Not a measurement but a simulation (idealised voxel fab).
process module | voxel spacer lines
cross-section cut | 255 nm wide | cells 5 nm
A cross-section is a grid of square cells, given in bands from the top down. A band is one or more rows of cells.
Each band's line starts with the height of the band's top and of its bottom, in nm. Then come its materials from left to right, each with its width in nm. One material with "throughout" fills the band from edge to edge. "air" is empty space.
Height 0 is the level under which the wafer as received is all one material. The lowest band goes on downwards, as in "0 down".
A width such as "30 to 40" changes by the same amount from each row of cells to the next, from the band's top row to its bottom row.
"no change" after a step means that no cell of the cross-section changed.
closed voids: empty space of 8 cells or more with no open way to the top, each as width x height at its distance from the left edge, in nm
after a step's settings: what the simulator itself notes on the step
overlay nm, on a step with a mask: how far to the right of its planned place the mask lay; to the left if negative
Each pair below shows a cross-section before one step and the cross-section after it, down to the lowest band that changed. The line under each pair gives the step between them, with its settings. The pairs can come from different runs of this module on the same starting wafer, so a pair continues from the pair above only where its "before" says so.
before
  0 down: Si throughout
  closed voids: none
after
  10 to 0: Al2O3 throughout
  below 0: unchanged
  closed voids: none
the step between: op CONFORMAL_DEP | material Al2O3 | thk nm 10
before: the cross-section after the pair above
after
  25 to 10: W throughout
  below 10: unchanged
  closed voids: none
the step between: op DIRECTIONAL_DEP | material W | thk nm 15
before: the cross-section after the pair above
after
  55 to 25: aC throughout
  below 25: unchanged
  closed voids: none
the step between: op DIRECTIONAL_DEP | material aC | thk nm 30
before: the cross-section after the pair above
after
  95 to 55: air 35 | resist 25 | air 55 | resist 25 | air 55 | resist 25 | air 35
  below 55: unchanged
  closed voids: none
the step between: op PATTERN | tone cover | mask id MANDREL | material resist | width nm 25 | pitch nm 80 | thk nm 40 | overlay nm 0
before: the cross-section after the pair above
after
  65 to 55: air 35 | resist 25 | air 55 | resist 25 | air 55 | resist 25 | air 35
  55 to 25: air 35 | aC 25 | air 55 | aC 25 | air 55 | aC 25 | air 35
  below 25: unchanged
  closed voids: none
the step between: op DIRECTIONAL_ETCH | etch materials aC | depth nm 30
before: the cross-section after the pair above
after
  55 to 25: air 35 | aC 25 | air 55 | aC 25 | air 55 | aC 25 | air 35
  below 25: unchanged
  closed voids: none
the step between: op STRIP | etch materials resist
before: the cross-section after the pair above
after
  70 to 55: air 20 | SiN 55 | air 25 | SiN 55 | air 25 | SiN 55 | air 20
  55 to 40: air 20 | SiN 15 | aC 25 | SiN 15 | air 25 | SiN 15 | aC 25 | SiN 15 | air 25 | SiN 15 | aC 25 | SiN 15 | air 20
  40 to 25: SiN 35 | aC 25 | SiN 55 | aC 25 | SiN 55 | aC 25 | SiN 35
  below 25: unchanged
  closed voids: none
the step between: op CONFORMAL_DEP | material SiN | thk nm 15
before: the cross-section after the pair above
after
  55 to 25: air 20 | SiN 15 | aC 25 | SiN 15 | air 25 | SiN 15 | aC 25 | SiN 15 | air 25 | SiN 15 | aC 25 | SiN 15 | air 20
  below 25: unchanged
  closed voids: none
the step between: op DIRECTIONAL_ETCH | etch materials SiN | depth nm 15
before: the cross-section after the pair above
after
  55 to 25: air 20 | SiN 15 | air 25 | SiN 15 | air 25 | SiN 15 | air 25 | SiN 15 | air 25 | SiN 15 | air 25 | SiN 15 | air 20
  below 25: unchanged
  closed voids: none
the step between: op STRIP | etch materials aC
before: the cross-section after the pair above
after
  55 to 25: air 20 | SiN 15 | air 25 | SiN 15 | air 25 | SiN 15 | air 25 | SiN 15 | air 25 | SiN 15 | air 25 | SiN 15 | air 20
  25 to 10: air 20 | W 15 | air 25 | W 15 | air 25 | W 15 | air 25 | W 15 | air 25 | W 15 | air 25 | W 15 | air 20
  below 10: unchanged
  closed voids: none
the step between: op DIRECTIONAL_ETCH | etch materials W | depth nm 15
before: the cross-section after the pair above
after
  25 to 10: air 20 | W 15 | air 25 | W 15 | air 25 | W 15 | air 25 | W 15 | air 25 | W 15 | air 25 | W 15 | air 20
  below 10: unchanged
  closed voids: none
the step between: op STRIP | etch materials SiN
before
  0 down: Si throughout
  closed voids: none
after
  15 to 0: W throughout
  below 0: unchanged
  closed voids: none
the step between: op DIRECTIONAL_DEP | material W | thk nm 15
before: the cross-section after the pair above
after
  45 to 15: aC throughout
  below 15: unchanged
  closed voids: none
the step between: op DIRECTIONAL_DEP | material aC | thk nm 30
before: the cross-section after the pair above
after
  85 to 45: air 35 | resist 25 | air 55 | resist 25 | air 55 | resist 25 | air 35
  below 45: unchanged
  closed voids: none
the step between: op PATTERN | tone cover | mask id MANDREL | material resist | width nm 25 | pitch nm 80 | thk nm 40 | overlay nm 0
before: the cross-section after the pair above
after
  55 to 45: air 35 | resist 25 | air 55 | resist 25 | air 55 | resist 25 | air 35
  45 to 15: air 35 | aC 25 | air 55 | aC 25 | air 55 | aC 25 | air 35
  below 15: unchanged
  closed voids: none
the step between: op DIRECTIONAL_ETCH | etch materials aC | depth nm 30
before: the cross-section after the pair above
after
  45 to 15: air 35 | aC 25 | air 55 | aC 25 | air 55 | aC 25 | air 35
  below 15: unchanged
  closed voids: none
the step between: op STRIP | etch materials resist
before: the cross-section after the pair above
after
  60 to 45: air 20 | SiN 55 | air 25 | SiN 55 | air 25 | SiN 55 | air 20
  45 to 30: air 20 | SiN 15 | aC 25 | SiN 15 | air 25 | SiN 15 | aC 25 | SiN 15 | air 25 | SiN 15 | aC 25 | SiN 15 | air 20
  30 to 15: SiN 35 | aC 25 | SiN 55 | aC 25 | SiN 55 | aC 25 | SiN 35
  below 15: unchanged
  closed voids: none
the step between: op CONFORMAL_DEP | material SiN | thk nm 15
before: the cross-section after the pair above
after
  45 to 15: air 20 | SiN 15 | aC 25 | SiN 15 | air 25 | SiN 15 | aC 25 | SiN 15 | air 25 | SiN 15 | aC 25 | SiN 15 | air 20
  below 15: unchanged
  closed voids: none
the step between: op DIRECTIONAL_ETCH | etch materials SiN | depth nm 15
before: the cross-section after the pair above
after
  45 to 15: air 20 | SiN 15 | air 25 | SiN 15 | air 25 | SiN 15 | air 25 | SiN 15 | air 25 | SiN 15 | air 25 | SiN 15 | air 20
  below 15: unchanged
  closed voids: none
the step between: op STRIP | etch materials aC
before: the cross-section after the pair above
after
  45 to 15: air 20 | SiN 15 | air 25 | SiN 15 | air 25 | SiN 15 | air 25 | SiN 15 | air 25 | SiN 15 | air 25 | SiN 15 | air 20
  15 to 0: air 20 | W 15 | air 25 | W 15 | air 25 | W 15 | air 25 | W 15 | air 25 | W 15 | air 25 | W 15 | air 20
  below 0: unchanged
  closed voids: none
the step between: op DIRECTIONAL_ETCH | etch materials W | depth nm 15
before: the cross-section after the pair above
after
  15 to 0: air 20 | W 15 | air 25 | W 15 | air 25 | W 15 | air 25 | W 15 | air 25 | W 15 | air 25 | W 15 | air 20
  below 0: unchanged
  closed voids: none
the step between: op STRIP | etch materials SiN
before
  25 to 10: W throughout
  10 to 0: Al2O3 throughout
  0 down: Si throughout
  closed voids: none
after
  40 to 10: W throughout
  below 10: unchanged
  closed voids: none
the step between: op DIRECTIONAL_DEP | material W | thk nm 15
before: the cross-section after the pair above
after
  70 to 40: aC throughout
  below 40: unchanged
  closed voids: none
the step between: op DIRECTIONAL_DEP | material aC | thk nm 30
before: the cross-section after the pair above
after
  110 to 70: air 35 | resist 25 | air 55 | resist 25 | air 55 | resist 25 | air 35
  below 70: unchanged
  closed voids: none
the step between: op PATTERN | tone cover | mask id MANDREL | material resist | width nm 25 | pitch nm 80 | thk nm 40 | overlay nm 0
before: the cross-section after the pair above
after
  80 to 70: air 35 | resist 25 | air 55 | resist 25 | air 55 | resist 25 | air 35
  70 to 40: air 35 | aC 25 | air 55 | aC 25 | air 55 | aC 25 | air 35
  below 40: unchanged
  closed voids: none
the step between: op DIRECTIONAL_ETCH | etch materials aC | depth nm 30
before: the cross-section after the pair above
after
  70 to 40: air 35 | aC 25 | air 55 | aC 25 | air 55 | aC 25 | air 35
  below 40: unchanged
  closed voids: none
the step between: op STRIP | etch materials resist
before: the cross-section after the pair above
after
  85 to 70: air 20 | SiN 55 | air 25 | SiN 55 | air 25 | SiN 55 | air 20
  70 to 55: air 20 | SiN 15 | aC 25 | SiN 15 | air 25 | SiN 15 | aC 25 | SiN 15 | air 25 | SiN 15 | aC 25 | SiN 15 | air 20
  55 to 40: SiN 35 | aC 25 | SiN 55 | aC 25 | SiN 55 | aC 25 | SiN 35
  below 40: unchanged
  closed voids: none
the step between: op CONFORMAL_DEP | material SiN | thk nm 15
before: the cross-section after the pair above
after
  70 to 40: air 20 | SiN 15 | aC 25 | SiN 15 | air 25 | SiN 15 | aC 25 | SiN 15 | air 25 | SiN 15 | aC 25 | SiN 15 | air 20
  below 40: unchanged
  closed voids: none
the step between: op DIRECTIONAL_ETCH | etch materials SiN | depth nm 15
before: the cross-section after the pair above
after
  70 to 40: air 20 | SiN 15 | air 25 | SiN 15 | air 25 | SiN 15 | air 25 | SiN 15 | air 25 | SiN 15 | air 25 | SiN 15 | air 20
  below 40: unchanged
  closed voids: none
the step between: op STRIP | etch materials aC
before: the cross-section after the pair above
after
  70 to 40: air 20 | SiN 15 | air 25 | SiN 15 | air 25 | SiN 15 | air 25 | SiN 15 | air 25 | SiN 15 | air 25 | SiN 15 | air 20
  40 to 25: air 20 | W 15 | air 25 | W 15 | air 25 | W 15 | air 25 | W 15 | air 25 | W 15 | air 25 | W 15 | air 20
  below 25: unchanged
  closed voids: none
the step between: op DIRECTIONAL_ETCH | etch materials W | depth nm 15
before: the cross-section after the pair above
after
  40 to 25: air 20 | W 15 | air 25 | W 15 | air 25 | W 15 | air 25 | W 15 | air 25 | W 15 | air 25 | W 15 | air 20
  below 25: unchanged
  closed voids: none
the step between: op STRIP | etch materials SiN
before
  15 to 0: W throughout
  0 down: Si throughout
  closed voids: none
after
  25 to 15: Al2O3 throughout
  below 15: unchanged
  closed voids: none
the step between: op CONFORMAL_DEP | material Al2O3 | thk nm 10
before: the cross-section after the pair above
after
  55 to 25: aC throughout
  below 25: unchanged
  closed voids: none
the step between: op DIRECTIONAL_DEP | material aC | thk nm 30
before: the cross-section after the pair above
after
  95 to 55: air 35 | resist 25 | air 55 | resist 25 | air 55 | resist 25 | air 35
  below 55: unchanged
  closed voids: none
the step between: op PATTERN | tone cover | mask id MANDREL | material resist | width nm 25 | pitch nm 80 | thk nm 40 | overlay nm 0
before: the cross-section after the pair above
after
  65 to 55: air 35 | resist 25 | air 55 | resist 25 | air 55 | resist 25 | air 35
  55 to 25: air 35 | aC 25 | air 55 | aC 25 | air 55 | aC 25 | air 35
  below 25: unchanged
  closed voids: none
the step between: op DIRECTIONAL_ETCH | etch materials aC | depth nm 30
before: the cross-section after the pair above
after
  55 to 25: air 35 | aC 25 | air 55 | aC 25 | air 55 | aC 25 | air 35
  below 25: unchanged
  closed voids: none
the step between: op STRIP | etch materials resist
before: the cross-section after the pair above
after
  70 to 55: air 20 | SiN 55 | air 25 | SiN 55 | air 25 | SiN 55 | air 20
  55 to 40: air 20 | SiN 15 | aC 25 | SiN 15 | air 25 | SiN 15 | aC 25 | SiN 15 | air 25 | SiN 15 | aC 25 | SiN 15 | air 20
  40 to 25: SiN 35 | aC 25 | SiN 55 | aC 25 | SiN 55 | aC 25 | SiN 35
  below 25: unchanged
  closed voids: none
the step between: op CONFORMAL_DEP | material SiN | thk nm 15
before: the cross-section after the pair above
after
  55 to 25: air 20 | SiN 15 | aC 25 | SiN 15 | air 25 | SiN 15 | aC 25 | SiN 15 | air 25 | SiN 15 | aC 25 | SiN 15 | air 20
  below 25: unchanged
  closed voids: none
the step between: op DIRECTIONAL_ETCH | etch materials SiN | depth nm 15
before: the cross-section after the pair above
after
  55 to 25: air 20 | SiN 15 | air 25 | SiN 15 | air 25 | SiN 15 | air 25 | SiN 15 | air 25 | SiN 15 | air 25 | SiN 15 | air 20
  below 25: unchanged
  closed voids: none
the step between: op STRIP | etch materials aC
before: the cross-section after the pair above
after
  25 to 15: Al2O3 throughout
  below 15: unchanged
  closed voids: none
the step between: op STRIP | etch materials SiN
before
  55 to 25: air 20 | SiN 15 | air 25 | SiN 15 | air 25 | SiN 15 | air 25 | SiN 15 | air 25 | SiN 15 | air 25 | SiN 15 | air 20
  25 to 10: W throughout
  10 to 0: Al2O3 throughout
  0 down: Si throughout
  closed voids: none
after
  55 to 25: air 20 | SiN 15 | air 25 | SiN 15 | air 25 | SiN 15 | air 25 | SiN 15 | air 25 | SiN 15 | air 25 | SiN 15 | air 20
  25 to 20: air 20 | W 15 | air 25 | W 15 | air 25 | W 15 | air 25 | W 15 | air 25 | W 15 | air 25 | W 15 | air 20
  below 20: unchanged
  closed voids: none
the step between: op DIRECTIONAL_ETCH | etch materials W | depth nm 5
before: the cross-section after the pair above
after
  25 to 20: air 20 | W 15 | air 25 | W 15 | air 25 | W 15 | air 25 | W 15 | air 25 | W 15 | air 25 | W 15 | air 20
  below 20: unchanged
  closed voids: none
the step between: op STRIP | etch materials SiN
before
  55 to 25: aC throughout
  25 to 10: W throughout
  10 to 0: Al2O3 throughout
  0 down: Si throughout
  closed voids: none
after
  95 to 55: air 40 | resist 20 | air 60 | resist 20 | air 60 | resist 20 | air 35
  below 55: unchanged
  closed voids: none
the step between: op PATTERN | tone cover | mask id MANDREL | material resist | width nm 20 | pitch nm 80 | thk nm 40 | overlay nm 0
before: the cross-section after the pair above
after
  65 to 55: air 40 | resist 20 | air 60 | resist 20 | air 60 | resist 20 | air 35
  55 to 25: air 40 | aC 20 | air 60 | aC 20 | air 60 | aC 20 | air 35
  below 25: unchanged
  closed voids: none
the step between: op DIRECTIONAL_ETCH | etch materials aC | depth nm 30
before: the cross-section after the pair above
after
  55 to 25: air 40 | aC 20 | air 60 | aC 20 | air 60 | aC 20 | air 35
  below 25: unchanged
  closed voids: none
the step between: op STRIP | etch materials resist
before: the cross-section after the pair above
after
  70 to 55: air 25 | SiN 50 | air 30 | SiN 50 | air 30 | SiN 50 | air 20
  55 to 40: air 25 | SiN 15 | aC 20 | SiN 15 | air 30 | SiN 15 | aC 20 | SiN 15 | air 30 | SiN 15 | aC 20 | SiN 15 | air 20
  40 to 25: SiN 40 | aC 20 | SiN 60 | aC 20 | SiN 60 | aC 20 | SiN 35
  below 25: unchanged
  closed voids: none
the step between: op CONFORMAL_DEP | material SiN | thk nm 15
before: the cross-section after the pair above
after
  55 to 25: air 25 | SiN 15 | aC 20 | SiN 15 | air 30 | SiN 15 | aC 20 | SiN 15 | air 30 | SiN 15 | aC 20 | SiN 15 | air 20
  below 25: unchanged
  closed voids: none
the step between: op DIRECTIONAL_ETCH | etch materials SiN | depth nm 15
before: the cross-section after the pair above
after
  55 to 25: air 25 | SiN 15 | air 20 | SiN 15 | air 30 | SiN 15 | air 20 | SiN 15 | air 30 | SiN 15 | air 20 | SiN 15 | air 20
  below 25: unchanged
  closed voids: none
the step between: op STRIP | etch materials aC
before: the cross-section after the pair above
after
  55 to 25: air 25 | SiN 15 | air 20 | SiN 15 | air 30 | SiN 15 | air 20 | SiN 15 | air 30 | SiN 15 | air 20 | SiN 15 | air 20
  25 to 10: air 25 | W 15 | air 20 | W 15 | air 30 | W 15 | air 20 | W 15 | air 30 | W 15 | air 20 | W 15 | air 20
  below 10: unchanged
  closed voids: none
the step between: op DIRECTIONAL_ETCH | etch materials W | depth nm 15
before: the cross-section after the pair above
after
  25 to 10: air 25 | W 15 | air 20 | W 15 | air 30 | W 15 | air 20 | W 15 | air 30 | W 15 | air 20 | W 15 | air 20
  below 10: unchanged
  closed voids: none
the step between: op STRIP | etch materials SiN
before
  55 to 25: aC throughout
  25 to 10: W throughout
  10 to 0: Al2O3 throughout
  0 down: Si throughout
  closed voids: none
after
  95 to 55: air 30 | resist 25 | air 55 | resist 25 | air 55 | resist 25 | air 40
  below 55: unchanged
  closed voids: none
the step between: op PATTERN | tone cover | mask id MANDREL | material resist | width nm 25 | pitch nm 80 | thk nm 40 | overlay nm -5
before: the cross-section after the pair above
after
  65 to 55: air 30 | resist 25 | air 55 | resist 25 | air 55 | resist 25 | air 40
  55 to 25: air 30 | aC 25 | air 55 | aC 25 | air 55 | aC 25 | air 40
  below 25: unchanged
  closed voids: none
the step between: op DIRECTIONAL_ETCH | etch materials aC | depth nm 30
before: the cross-section after the pair above
after
  55 to 25: air 30 | aC 25 | air 55 | aC 25 | air 55 | aC 25 | air 40
  below 25: unchanged
  closed voids: none
the step between: op STRIP | etch materials resist
before: the cross-section after the pair above
after
  70 to 55: air 15 | SiN 55 | air 25 | SiN 55 | air 25 | SiN 55 | air 25
  55 to 40: air 15 | SiN 15 | aC 25 | SiN 15 | air 25 | SiN 15 | aC 25 | SiN 15 | air 25 | SiN 15 | aC 25 | SiN 15 | air 25
  40 to 25: SiN 30 | aC 25 | SiN 55 | aC 25 | SiN 55 | aC 25 | SiN 40
  below 25: unchanged
  closed voids: none
the step between: op CONFORMAL_DEP | material SiN | thk nm 15
before: the cross-section after the pair above
after
  55 to 25: air 15 | SiN 15 | aC 25 | SiN 15 | air 25 | SiN 15 | aC 25 | SiN 15 | air 25 | SiN 15 | aC 25 | SiN 15 | air 25
  below 25: unchanged
  closed voids: none
the step between: op DIRECTIONAL_ETCH | etch materials SiN | depth nm 15
before: the cross-section after the pair above
after
  55 to 25: air 15 | SiN 15 | air 25 | SiN 15 | air 25 | SiN 15 | air 25 | SiN 15 | air 25 | SiN 15 | air 25 | SiN 15 | air 25
  below 25: unchanged
  closed voids: none
the step between: op STRIP | etch materials aC
before: the cross-section after the pair above
after
  55 to 25: air 15 | SiN 15 | air 25 | SiN 15 | air 25 | SiN 15 | air 25 | SiN 15 | air 25 | SiN 15 | air 25 | SiN 15 | air 25
  25 to 10: air 15 | W 15 | air 25 | W 15 | air 25 | W 15 | air 25 | W 15 | air 25 | W 15 | air 25 | W 15 | air 25
  below 10: unchanged
  closed voids: none
the step between: op DIRECTIONAL_ETCH | etch materials W | depth nm 15
before: the cross-section after the pair above
after
  25 to 10: air 15 | W 15 | air 25 | W 15 | air 25 | W 15 | air 25 | W 15 | air 25 | W 15 | air 25 | W 15 | air 25
  below 10: unchanged
  closed voids: none
the step between: op STRIP | etch materials SiN
before
  25 to 10: W throughout
  10 to 0: Al2O3 throughout
  0 down: Si throughout
  closed voids: none
after
  55 to 10: W throughout
  below 10: unchanged
  closed voids: none
the step between: op DIRECTIONAL_DEP | material W | thk nm 30
before: the cross-section after the pair above
after
  95 to 55: air 35 | resist 25 | air 55 | resist 25 | air 55 | resist 25 | air 35
  below 55: unchanged
  closed voids: none
the step between: op PATTERN | tone cover | mask id MANDREL | material resist | width nm 25 | pitch nm 80 | thk nm 40 | overlay nm 0
before: the cross-section after the pair above
after
  65 to 55: air 35 | resist 25 | air 55 | resist 25 | air 55 | resist 25 | air 35
  below 55: unchanged
  closed voids: none
the step between: op DIRECTIONAL_ETCH | etch materials aC | depth nm 30
before: the cross-section after the pair above
after
  55 to 10: W throughout
  below 10: unchanged
  closed voids: none
the step between: op STRIP | etch materials resist
before: the cross-section after the pair above
after
  70 to 55: SiN throughout
  below 55: unchanged
  closed voids: none
the step between: op CONFORMAL_DEP | material SiN | thk nm 15
before: the cross-section after the pair above
after
  55 to 10: W throughout
  below 10: unchanged
  closed voids: none
the step between: op DIRECTIONAL_ETCH | etch materials SiN | depth nm 15
before: the cross-section after the pair above
after
  40 to 10: W throughout
  below 10: unchanged
  closed voids: none
the step between: op DIRECTIONAL_ETCH | etch materials W | depth nm 15
before
  55 to 25: aC throughout
  25 to 10: W throughout
  10 to 0: Al2O3 throughout
  0 down: Si throughout
  closed voids: none
after
  95 to 55: resist 35 | air 25 | resist 55 | air 25 | resist 55 | air 25 | resist 35
  below 55: unchanged
  closed voids: none
the step between: op PATTERN | tone open | mask id MANDREL | material resist | width nm 25 | pitch nm 80 | thk nm 40 | overlay nm 0
before: the cross-section after the pair above
after
  65 to 55: resist 35 | air 25 | resist 55 | air 25 | resist 55 | air 25 | resist 35
  55 to 25: aC 35 | air 25 | aC 55 | air 25 | aC 55 | air 25 | aC 35
  below 25: unchanged
  closed voids: none
the step between: op DIRECTIONAL_ETCH | etch materials aC | depth nm 30
before: the cross-section after the pair above
after
  55 to 25: aC 35 | air 25 | aC 55 | air 25 | aC 55 | air 25 | aC 35
  below 25: unchanged
  closed voids: none
the step between: op STRIP | etch materials resist
before: the cross-section after the pair above
after
  70 to 55: SiN throughout
  55 to 25: aC 35 | SiN 25 | aC 55 | SiN 25 | aC 55 | SiN 25 | aC 35
  below 25: unchanged
  closed voids: none
the step between: op CONFORMAL_DEP | material SiN | thk nm 15
before: the cross-section after the pair above
after
  55 to 25: aC 35 | SiN 25 | aC 55 | SiN 25 | aC 55 | SiN 25 | aC 35
  below 25: unchanged
  closed voids: none
the step between: op DIRECTIONAL_ETCH | etch materials SiN | depth nm 15
before: the cross-section after the pair above
after
  55 to 25: air 35 | SiN 25 | air 55 | SiN 25 | air 55 | SiN 25 | air 35
  below 25: unchanged
  closed voids: none
the step between: op STRIP | etch materials aC
before: the cross-section after the pair above
after
  55 to 25: air 35 | SiN 25 | air 55 | SiN 25 | air 55 | SiN 25 | air 35
  25 to 10: air 35 | W 25 | air 55 | W 25 | air 55 | W 25 | air 35
  below 10: unchanged
  closed voids: none
the step between: op DIRECTIONAL_ETCH | etch materials W | depth nm 15
before: the cross-section after the pair above
after
  25 to 10: air 35 | W 25 | air 55 | W 25 | air 55 | W 25 | air 35
  below 10: unchanged
  closed voids: none
the step between: op STRIP | etch materials SiN
